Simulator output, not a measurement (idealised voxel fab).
Process module in this document: voxel local oxidation
The figure presents cross-section cut, which has a width of 290 nm and is divided into square cells with an edge length of 5 nm.
Bands, listed from the top down, are how a cross-section gets written in this document; the cross-section itself is a grid of square cells, and a band is one or more rows of them.
For a band, the entry starts with two heights in nm, that of the top and then that of the bottom, and carries on with the band's materials in order from left to right, each alongside its width in nm; the word "throughout" beside a single material means it fills the band edge to edge, and "air" means empty space.
Heights are reckoned from 0. Under this level, the received wafer is all of one material. The bottommost band is open-ended downward, for example "0 -> down".
So if you see something like "30->40" for the width, read it as the top row of the band sitting at the first number and the bottom row at the second, with every row in between moving by the same amount as the last.
It should be understood that the words "no change occurred", when stated for a given step, signify that the cross-section underwent no change in any of its cells during that step.
Entry "Voids lacking openings". Content: empty spaces with no open connection to the top, size 8 cells or greater. Each: width x height at distance. Distance: from left edge. Unit: nm.
Step line, after settings: the simulator's comment on this step.
Regarding "overlay nm": on a step with a mask, it is the distance the mask lay to the right of its planned place; a negative value places it to the left.
Process steps (planned):
| 1 | RECEIVE, material Si |
| 2 | CONFORMAL_DEP, material SiO2, thk nm 5 |
| 3 | CONFORMAL_DEP, material SiN, thk nm 10 |
| 4 | MASKED_ETCH, tone cover, mask id ACTIVE, width nm 100, pitch nm 140, etch materials SiN, depth nm 10, overlay nm 0 |
| 5 | SELECTIVE_ETCH, etch materials SiO2, depth nm 5 |
| 6 | OXIDIZE, depth nm 15 |
| 7 | STRIP, etch materials SiN |
The first of a set of two wafers, run to plan:
Delivered wafer in cross-section: state after step 1:
> 0 -> down = Si throughout
> Voids lacking openings: none
So this is the wafer cross-section right after step 2:
> 5 -> 0 = SiO2 throughout
> Rest of section, below 0: as before.
So this is the wafer cross-section right after step 3:
> 15 -> 5 = SiN throughout
> Rest of section, below 5: as before.
So this is the wafer cross-section right after step 4:
> 15 -> 5 = air 25 nm, SiN 100 nm, air 40 nm, SiN 100 nm, air 25 nm
> Rest of section, below 5: as before.
So this is the wafer cross-section right after step 5:
> 15 -> 5 = air 25 nm, SiN 100 nm, air 40 nm, SiN 100 nm, air 25 nm
> 5 -> 0 = air 30 nm, SiO2 90 nm, air 50 nm, SiO2 90 nm, air 30 nm
> Rest of section, below 0: as before.
So this is the wafer cross-section right after step 6:
> 15 -> 5 = air 25 nm, SiN 100 nm, air 40 nm, SiN 100 nm, air 25 nm
> 5 -> 0 = air 30 nm, SiO2 90 nm, air 50 nm, SiO2 90 nm, air 30 nm
> 0 -> -15 = SiO2 45 nm, Si 60 nm, SiO2 80 nm, Si 60 nm, SiO2 45 nm
> Rest of section, below -15: as before.
So this is the wafer cross-section right after step 7:
> 5 -> 0 = air 30 nm, SiO2 90 nm, air 50 nm, SiO2 90 nm, air 30 nm
> Rest of section, below 0: as before.
Notes, second wafer: start = first wafer's, plan = first wafer's, execution had one mistake; history identical to first through step 3:
Cross-sectional view of the second wafer at the intended end time of process step 4:
> 15 -> 5 = air 20 nm, SiN 110 nm, air 30 nm, SiN 110 nm, air 20 nm
> Rest of section, below 5: as before.
Cross-sectional view of the second wafer at the intended end time of process step 5:
> 15 -> 5 = air 20 nm, SiN 110 nm, air 30 nm, SiN 110 nm, air 20 nm
> 5 -> 0 = air 25 nm, SiO2 100 nm, air 40 nm, SiO2 100 nm, air 25 nm
> Rest of section, below 0: as before.
Cross-sectional view of the second wafer at the intended end time of process step 6:
> 15 -> 5 = air 20 nm, SiN 110 nm, air 30 nm, SiN 110 nm, air 20 nm
> 5 -> 0 = air 25 nm, SiO2 100 nm, air 40 nm, SiO2 100 nm, air 25 nm
> 0 -> -15 = SiO2 40 nm, Si 70 nm, SiO2 70 nm, Si 70 nm, SiO2 40 nm
> Rest of section, below -15: as before.
Cross-sectional view of the second wafer at the intended end time of process step 7:
> 5 -> 0 = air 25 nm, SiO2 100 nm, air 40 nm, SiO2 100 nm, air 25 nm
> Rest of section, below 0: as before.
It is concluded that the wafer was processed incorrectly with respect to the plan, in that contrary to plan, step 4 was performed as MASKED_ETCH, tone cover, mask id ACTIVE, width nm 110, pitch nm 140, etch materials SiN, depth nm 10, overlay nm 0
End of process, cell counts, second wafer against first, materials with more or fewer: +12 Si | -8 SiO2
